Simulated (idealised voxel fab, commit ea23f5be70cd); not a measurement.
Process module name: voxel released beams
Pictured: cross-section cut, 290 nm wide, on a grid of 5 nm square cells.
If you're reading a cross-section in this doc, picture square cells in a grid; it comes to you as bands, top ones listed first down to the bottom, and a band can be one or more rows of cells. Band: top height; bottom height; in nm. Then, left to right: material with width in nm, for each material. "all across": a single material spanning edge to edge. "blank": empty space. Basically, 0 is our baseline, since under it the wafer straight out of the box is all one material. The bottom band has no lower end and keeps on going down, so it looks like "z 0 and below". The notation "30->40" denotes a width that varies across the rows of cells in the band, beginning at the first number in the top row, finishing at the second number in the bottom row, and changing by an identical amount from each row to the next. When a step is marked "nothing changed", none of the cells in the cross-section changed during that step. Each empty space that has no open way to the top and spans at least 8 cells appears under "Closed void register" as width x height at distance, the distance counted from the left edge, all in nm. Past the settings on a step's line: simulator remark, on that step. Among the settings permitted on a step's line is "overlay nm"; applied to a step with a mask, it specifies the extent to which the mask lay to the right of its planned position, whereas a negative figure signifies a position to the left.

PROCESS STEPS - PLAN
| 1 | RECEIVE [material Si] |
| 2 | CONFORMAL_DEP [material Al2O3] [thk nm 10] |
| 3 | DIRECTIONAL_DEP [material SiO2] [thk nm 20] |
| 4 | DIRECTIONAL_DEP [material aC] [thk nm 10] |
| 5 | PATTERN [tone open] [mask id ANCHOR] [material resist] [width nm 40] [thk nm 30] [overlay nm 0] |
| 6 | DIRECTIONAL_ETCH [etch materials aC] [depth nm 10] |
| 7 | STRIP [etch materials resist] |
| 8 | DIRECTIONAL_ETCH [etch materials SiO2] [depth nm 20] |
| 9 | STRIP [etch materials aC] |
| 10 | CONFORMAL_DEP [material SiN] [thk nm 15] |
| 11 | PATTERN [tone cover] [mask id BEAM] [material resist] [width nm 115] [thk nm 15] [overlay nm 0] |
| 12 | DIRECTIONAL_ETCH [etch materials SiN] [depth nm 15] |
| 13 | STRIP [etch materials resist] |
| 14 | STRIP [etch materials SiO2] |

WAFER CROSS-SECTION ON RECEIPT, I.E. AFTER STEP 1
* z 0 and below = Si all across
* Closed void register: none

END-OF-MODULE XS, FIRST OF TWO WAFERS, RUN AS PLANNED
* z 45 to 30 = 85 nm blank; 20 nm SiN; 10 nm blank; 85 nm SiN; 90 nm blank
* z 30 to 25 = 90 nm blank; 15 nm SiN; 10 nm blank; 15 nm SiN; 160 nm blank
* z 25 to 10 = 90 nm blank; 40 nm SiN; 160 nm blank
* z 10 to 0 = Al2O3 all across
* z 0 and below = Si all across
* Closed void register: none

WAFER TWO, END OF MODULE, CROSS-SECTION. SAME START, SAME PLAN AS WAFER ONE. ONE MISTAKE IN THE RUN
* z 15 to 0 = 85 nm blank; 115 nm SiN; 90 nm blank
* z 0 and below = Si all across
* Closed void register: none
It is concluded that the wafer was processed incorrectly with respect to the plan, in that step 9 did not happen as planned, as run it was STRIP [etch materials Al2O3]
Bottom line after processing is that, in cells, the second wafer is up or down on some materials versus the first: Al2O3: 116 fewer | SiN: 24 fewer
